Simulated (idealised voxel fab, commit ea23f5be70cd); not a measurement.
process module | voxel fin reveal
cross-section cut | 260 nm wide | cells 5 nm
A cross-section is a grid of square cells, given in bands from the top down. A band is one or more rows of cells.
Each band's line starts with the height of the band's top and of its bottom, in nm. Then come its materials from left to right, each with its width in nm. One material with "throughout" fills the band from edge to edge. "air" is empty space.
Height 0 is the level under which the wafer as received is all one material. The lowest band goes on downwards, as in "0 down".
A width such as "30 to 40" changes by the same amount from each row of cells to the next, from the band's top row to its bottom row.
"no change" after a step means that no cell of the cross-section changed.
closed voids: empty space of 8 cells or more with no open way to the top, each as width x height at its distance from the left edge, in nm
after a step's settings: what the simulator itself notes on the step
overlay nm, on a step with a mask: how far to the right of its planned place the mask lay; to the left if negative
plan
1 op RECEIVE | material Si
2 op CONFORMAL_DEP | material SiN | thk nm 10
3 op PATTERN | tone cover | mask id FINS | material resist | width nm 15 | pitch nm 35 | thk nm 20 | overlay nm 0
4 op DIRECTIONAL_ETCH | etch materials SiN | depth nm 10
5 op DIRECTIONAL_ETCH | etch materials Si | depth nm 30
6 op STRIP | etch materials resist
7 op OXIDIZE | depth nm 5
8 op FILL_DEP | material SiO2 | thk nm 10
9 op CMP | height nm 10
10 op SELECTIVE_ETCH | etch materials SiO2 | depth nm 25
11 op STRIP | etch materials SiN
as received, after step 1
  0 down: Si throughout
  closed voids: none
a wafer at the end: this start, this plan, one mistake
  0 to -15: air 75 | Si 10 | air 25 | Si 10 | air 25 | Si 10 | air 25 | Si 10 | air 70
  -15 to -35: SiO2 75 | Si 10 | SiO2 25 | Si 10 | SiO2 25 | Si 10 | SiO2 25 | Si 10 | SiO2 70
  -35 down: Si throughout
  closed voids: none
what went wrong: step 3 ran as: op PATTERN | tone cover | mask id FINS | material resist | width nm 20 | pitch nm 35 | thk nm 20 | overlay nm 0
